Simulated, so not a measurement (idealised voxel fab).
process module | voxel transistor to metal
cross-section cut | 205 nm wide | cells 5 nm
A cross-section is a grid of square cells, given in bands from the top down. A band is one or more rows of cells.
Each band's line starts with the height of the band's top and of its bottom, in nm. Then come its materials from left to right, each with its width in nm. One material with "throughout" fills the band from edge to edge. "air" is empty space.
Height 0 is the level under which the wafer as received is all one material. The lowest band goes on downwards, as in "0 down".
A width such as "30 to 40" changes by the same amount from each row of cells to the next, from the band's top row to its bottom row.
"no change" after a step means that no cell of the cross-section changed.
closed voids: empty space of 8 cells or more with no open way to the top, each as width x height at its distance from the left edge, in nm
after a step's settings: what the simulator itself notes on the step
overlay nm, on a step with a mask: how far to the right of its planned place the mask lay; to the left if negative
plan
1 op RECEIVE | material Si
2 op CONFORMAL_DEP | material SiO2 | thk nm 5
3 op CONFORMAL_DEP | material SiN | thk nm 15
4 op DIRECTIONAL_DEP | material aC | thk nm 15
5 op PATTERN | tone cover | mask id ACTIVE | material resist | width nm 105 | thk nm 30 | overlay nm 0
6 op DIRECTIONAL_ETCH | etch materials aC | depth nm 15
7 op STRIP | etch materials resist
8 op DIRECTIONAL_ETCH | etch materials SiN | depth nm 15
9 op DIRECTIONAL_ETCH | etch materials SiO2 | depth nm 5
10 op DIRECTIONAL_ETCH | etch materials Si | depth nm 35
11 op STRIP | etch materials aC
12 op FILL_DEP | material SiO2 | thk nm 15
13 op CMP | height nm 20
14 op SELECTIVE_ETCH | etch materials SiO2 | depth nm 15
15 op STRIP | etch materials SiN
16 op SELECTIVE_ETCH | etch materials SiO2 | depth nm 5
17 op OXIDIZE | depth nm 5
18 op DIRECTIONAL_DEP | material polySi | thk nm 20
19 op DIRECTIONAL_DEP | material SiCN | thk nm 10
20 op MASKED_ETCH | tone cover | mask id GATE | width nm 25 | etch materials SiCN | depth nm 20 | overlay nm 0
21 op MASKED_ETCH | tone cover | mask id GATE | width nm 25 | etch materials polySi | depth nm 30 | overlay nm 0
22 op CONFORMAL_DEP | material SiO2 | thk nm 5
23 op DIRECTIONAL_ETCH | etch materials SiO2 | depth nm 5
24 op CONFORMAL_DEP | material SiN | thk nm 10
25 op DIRECTIONAL_ETCH | etch materials SiN | depth nm 10
26 op DIRECTIONAL_ETCH | etch materials SiO2 | depth nm 5
27 op DIRECTIONAL_ETCH | etch materials Si | depth nm 15
28 op EPI | material nSi | thk nm 15
29 op FILL_DEP | material SiO2 | thk nm 5
30 op CMP | height nm 30
31 op DIRECTIONAL_DEP | material SiO2 | thk nm 15
32 op PATTERN | tone open | mask id CONTACT | material resist | width nm 25 | pitch nm 60 | thk nm 20 | overlay nm 0
33 op DIRECTIONAL_ETCH | etch materials SiO2 | depth nm 35
34 op STRIP | etch materials resist
35 op CONFORMAL_DEP | material TiN | thk nm 5
36 op FILL_DEP | material Ru | thk nm 5
37 op CMP | height nm 45
38 op DIRECTIONAL_DEP | material TiN | thk nm 5
39 op DIRECTIONAL_DEP | material Ru | thk nm 20
40 op PATTERN | tone cover | mask id METAL_1 | material resist | width nm 15 | pitch nm 70 | thk nm 20 | overlay nm 0
41 op DIRECTIONAL_ETCH | etch materials Ru | depth nm 20
42 op DIRECTIONAL_ETCH | etch materials TiN | depth nm 5
43 op STRIP | etch materials resist
44 op CONFORMAL_DEP | material SiN | thk nm 5
45 op FILL_DEP | material SiO2 | thk nm 5
46 op CMP | height nm 70
47 op CONFORMAL_DEP | material SiN | thk nm 5
as received, after step 1
  0 down: Si throughout
  closed voids: none
first wafer at the end, as planned
  75 to 70: SiN throughout
  70 to 50: SiO2 55 | SiN 5 | Ru 15 | SiN 5 | SiO2 45 | SiN 5 | Ru 15 | SiN 5 | SiO2 55
  50 to 45: SiN 60 | TiN 15 | SiN 55 | TiN 15 | SiN 60
  45 to 35: SiO2 60 | TiN 5 | Ru 15 | TiN 5 | SiO2 35 | TiN 5 | Ru 15 | TiN 5 | SiO2 60
  35 to 30: SiO2 60 | TiN 5 | Ru 5 | TiN 15 | SiO2 35 | TiN 15 | Ru 5 | TiN 5 | SiO2 60
  30 to 20: SiO2 60 | TiN 5 | Ru 5 | TiN 5 | SiN 10 | SiO2 5 | SiCN 25 | SiO2 5 | SiN 10 | TiN 5 | Ru 5 | TiN 5 | SiO2 60
  20 to 15: SiO2 60 | TiN 5 | Ru 5 | TiN 5 | SiN 10 | SiO2 5 | polySi 25 | SiO2 5 | SiN 10 | TiN 5 | Ru 5 | TiN 5 | SiO2 60
  15 to 10: SiO2 60 | TiN 15 | SiN 10 | SiO2 5 | polySi 25 | SiO2 5 | SiN 10 | TiN 15 | SiO2 60
  10 to 0: SiO2 60 | nSi 15 | SiN 10 | SiO2 5 | polySi 25 | SiO2 5 | SiN 10 | nSi 15 | SiO2 60
  0 to -5: SiO2 60 | nSi 15 | SiO2 55 | nSi 15 | SiO2 60
  -5 to -20: SiO2 50 | nSi 25 | Si 55 | nSi 25 | SiO2 50
  -20 to -35: SiO2 50 | Si 105 | SiO2 50
  -35 down: Si throughout
  closed voids: none
second wafer at the end: like start, like plan, one mistake
  75 to 70: SiN throughout
  70 to 50: SiO2 55 | SiN 5 | Ru 15 | SiN 5 | SiO2 45 | SiN 5 | Ru 15 | SiN 5 | SiO2 55
  50 to 45: SiN 60 | TiN 15 | SiN 55 | TiN 15 | SiN 60
  45 to 35: SiO2 60 | TiN 5 | Ru 15 | TiN 5 | SiO2 35 | TiN 5 | Ru 15 | TiN 5 | SiO2 60
  35 to 30: SiO2 60 | TiN 5 | Ru 5 | TiN 15 | SiO2 35 | TiN 15 | Ru 5 | TiN 5 | SiO2 60
  30 to 25: SiO2 60 | TiN 15 | SiN 10 | SiO2 5 | SiCN 25 | SiO2 5 | SiN 10 | TiN 15 | SiO2 60
  25 to 20: SiO2 75 | SiN 10 | SiO2 5 | SiCN 25 | SiO2 5 | SiN 10 | SiO2 75
  20 to 10: SiO2 75 | SiN 10 | SiO2 5 | polySi 25 | SiO2 5 | SiN 10 | SiO2 75
  10 to 0: SiO2 60 | nSi 15 | SiN 10 | SiO2 5 | polySi 25 | SiO2 5 | SiN 10 | nSi 15 | SiO2 60
  0 to -5: SiO2 60 | nSi 15 | SiO2 55 | nSi 15 | SiO2 60
  -5 to -20: SiO2 50 | nSi 25 | Si 55 | nSi 25 | SiO2 50
  -20 to -35: SiO2 50 | Si 105 | SiO2 50
  -35 down: Si throughout
  closed voids: none
what went wrong: step 31 was run twice
at the end the second wafer has, in cells: 6 fewer of Ru | 18 more of SiO2 | 12 fewer of TiN
